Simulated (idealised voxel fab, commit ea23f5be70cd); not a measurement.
Process module, titled voxel air gaps
170 nm wide, 5 nm square cells: that's cross-section cut.
In this document a cross-section is written as a grid of square cells. It is given as a series of bands, listed from the top down, and a band is one or more rows of cells.
Basically the band line says how high the top is and how high the bottom is, in nm, and then what's in it from left to right, every material with its width in nm. Empty space shows up as "blank", and if a single material carries "all across" it runs the full band edge to edge.
Basically, 0 is our baseline, since under it the wafer straight out of the box is all one material. The bottom band has no lower end and keeps on going down, so it looks like "0 and below".
Read "30..40" as a graded width: first number on top, second number at the bottom, same change between each pair of neighbouring rows.
The designation "identical to before", where it is given for a processing step, indicates that no cell of the cross-section was altered in the course of that step.
What "Sealed internal voids" gives you is every empty space of 8 cells or more that is cut off from the top. Each appears as width x height at distance, with the distance taken from the left edge and width, height and distance all in nm.
Text after the settings on a step's line: the simulator's own remark on that step.
You can add "overlay nm" to a step's line. For a step with a mask, it describes how far the mask lay to the right of its planned position, and a negative number describes a lay to the left.

# The following list gives the planned process steps
step 1: RECEIVE with material Si
step 2: CONFORMAL_DEP with material SiO2, thk nm 10
step 3: CONFORMAL_DEP with material SiN, thk nm 5
step 4: DIRECTIONAL_DEP with material SiO2, thk nm 40
step 5: PATTERN with tone open, mask id LINES, material resist, width nm 25, pitch nm 50, thk nm 20, overlay nm 0
step 6: DIRECTIONAL_ETCH with etch materials SiO2, depth nm 40
step 7: STRIP with etch materials resist
step 8: CONFORMAL_DEP with material TiN, thk nm 5
step 9: FILL_DEP with material Cu, thk nm 5
step 10: CMP with height nm 55
step 11: EPI with material Ru, thk nm 10
step 12: SELECTIVE_ETCH with etch materials SiO2, depth nm 50
step 13: CONFORMAL_DEP with material SiN, thk nm 5

# Cross-section of the wafer as it came to us, i.e., already through step 1
- 0 and below  Si all across
- Sealed internal voids: none

# Sectioned view, first of two wafers, at the close of the module, processed as intended in the plan
- 70 down to 65  5 blank, then 155 SiN, then 10 blank
- 65 down to 55  5 blank, then 5 SiN, then 45 Ru, then 5 SiN, then 45 Ru, then 5 SiN, then 45 Ru, then 5 SiN, then 10 blank
- 55 down to 50  5 blank, then 15 SiN, then 5 TiN, then 15 Cu, then 5 TiN, then 25 SiN, then 5 TiN, then 15 Cu, then 5 TiN, then 25 SiN, then 5 TiN, then 15 Cu, then 5 TiN, then 15 SiN, then 10 blank
- 50 down to 20  15 blank, then 5 SiN, then 5 TiN, then 15 Cu, then 5 TiN, then 5 SiN, then 15 blank, then 5 SiN, then 5 TiN, then 15 Cu, then 5 TiN, then 5 SiN, then 15 blank, then 5 SiN, then 5 TiN, then 15 Cu, then 5 TiN, then 5 SiN, then 20 blank
- 20 down to 15  20 SiN, then 25 TiN, then 25 SiN, then 25 TiN, then 25 SiN, then 25 TiN, then 25 SiN
- 15 down to 10  SiN all across
- 10 down to 0  SiO2 all across
- 0 and below  Si all across
- Sealed internal voids: 15 x 30 at 50; 15 x 30 at 100

# Cross-section, second wafer: same start as the first, same plan as the first, one mistake in running it; taken at the end of the module
- 70 down to 65  SiN all across
- 65 down to 55  30 Ru, then 5 SiN, then 45 Ru, then 5 SiN, then 45 Ru, then 5 SiN, then 35 Ru
- 55 down to 50  15 Cu, then 5 TiN, then 25 SiN, then 5 TiN, then 15 Cu, then 5 TiN, then 25 SiN, then 5 TiN, then 15 Cu, then 5 TiN, then 25 SiN, then 5 TiN, then 20 Cu
- 50 down to 20  15 Cu, then 5 TiN, then 5 SiN, then 15 blank, then 5 SiN, then 5 TiN, then 15 Cu, then 5 TiN, then 5 SiN, then 15 blank, then 5 SiN, then 5 TiN, then 15 Cu, then 5 TiN, then 5 SiN, then 15 blank, then 5 SiN, then 5 TiN, then 20 Cu
- 20 down to 15  20 TiN, then 25 SiN, then 25 TiN, then 25 SiN, then 25 TiN, then 25 SiN, then 25 TiN
- 15 down to 10  SiN all across
- 10 down to 0  SiO2 all across
- 0 and below  Si all across
- Sealed internal voids: 15 x 30 at 25; 15 x 30 at 75; 15 x 30 at 125
Deviation from plan: heads up, step 5 didn't go per plan, it actually ran as PATTERN with tone cover, mask id LINES, material resist, width nm 25, pitch nm 50, thk nm 20, overlay nm 0
Final tally in cells, some materials are higher or lower on the second wafer than on the first: Cu +28 | Ru +8 | SiN -4 | TiN +4
The first wafer finishes with 2 closed voids, while the second finishes with 3.
